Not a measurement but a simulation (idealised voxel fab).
process module | voxel self aligned contacts
cross-section cut | 255 nm wide | cells 5 nm
A cross-section is a grid of square cells, given in bands from the top down. A band is one or more rows of cells.
Each band's line starts with the height of the band's top and of its bottom, in nm. Then come its materials from left to right, each with its width in nm. One material with "throughout" fills the band from edge to edge. "air" is empty space.
Height 0 is the level under which the wafer as received is all one material. The lowest band goes on downwards, as in "0 down".
A width such as "30 to 40" changes by the same amount from each row of cells to the next, from the band's top row to its bottom row.
"no change" after a step means that no cell of the cross-section changed.
closed voids: empty space of 8 cells or more with no open way to the top, each as width x height at its distance from the left edge, in nm
after a step's settings: what the simulator itself notes on the step
overlay nm, on a step with a mask: how far to the right of its planned place the mask lay; to the left if negative
plan
1 op RECEIVE | material Si
2 op OXIDIZE | depth nm 5
3 op DIRECTIONAL_DEP | material polySi | thk nm 20
4 op DIRECTIONAL_DEP | material SiN | thk nm 25
5 op DIRECTIONAL_DEP | material aC | thk nm 10
6 op PATTERN | tone cover | mask id GATE | material resist | width nm 30 | pitch nm 65 | thk nm 25 | overlay nm 0
7 op DIRECTIONAL_ETCH | etch materials aC | depth nm 10
8 op STRIP | etch materials resist
9 op DIRECTIONAL_ETCH | etch materials SiN | depth nm 25
10 op DIRECTIONAL_ETCH | etch materials polySi | depth nm 20
11 op STRIP | etch materials aC
12 op CONFORMAL_DEP | material SiN | thk nm 10
13 op DIRECTIONAL_ETCH | etch materials SiN | depth nm 10
14 op FILL_DEP | material SiO2 | thk nm 10
15 op CMP | height nm 50
16 op MASKED_ETCH | tone open | mask id CONTACT | width nm 45 | etch materials SiO2 | depth nm 55 | overlay nm 0
17 op CONFORMAL_DEP | material TiN | thk nm 5
18 op FILL_DEP | material Ru | thk nm 5
19 op CMP | height nm 50
20 op CONFORMAL_DEP | material SiCN | thk nm 5
as received, after step 1
  0 down: Si throughout
  closed voids: none
first wafer at the end, as planned
  55 to 50: SiCN throughout
  50 to 45: SiO2 105 | TiN 20 | Ru 5 | TiN 20 | SiO2 105
  45 to 20: SiO2 70 | SiN 50 | TiN 5 | Ru 5 | TiN 5 | SiN 50 | SiO2 70
  20 to 0: SiO2 70 | SiN 10 | polySi 30 | SiN 10 | TiN 5 | Ru 5 | TiN 5 | SiN 10 | polySi 30 | SiN 10 | SiO2 70
  0 to -5: SiO2 120 | TiN 15 | SiO2 120
  -5 down: Si throughout
  closed voids: none
second wafer at the end: like start, like plan, one mistake
  55 to 50: SiCN throughout
  50 to 45: SiO2 105 | TiN 20 | Ru 5 | TiN 20 | SiO2 105
  45 to 20: SiO2 70 | SiN 50 | TiN 5 | Ru 5 | TiN 5 | SiN 50 | SiO2 70
  20 to 15: SiO2 70 | SiN 10 | polySi 30 | SiN 10 | TiN 5 | Ru 5 | TiN 5 | SiN 10 | polySi 30 | SiN 10 | SiO2 70
  15 to 10: SiO2 70 | SiN 10 | polySi 30 | SiN 10 | TiN 15 | SiN 10 | polySi 30 | SiN 10 | SiO2 70
  10 to 0: SiN 80 | polySi 30 | SiN 35 | polySi 30 | SiN 80
  0 to -5: SiO2 throughout
  -5 down: Si throughout
  closed voids: none
what went wrong: steps 12 and 13 were swapped
at the end the second wafer has, in cells: 3 fewer of Ru | 62 more of SiN | 53 fewer of SiO2 | 6 fewer of TiN
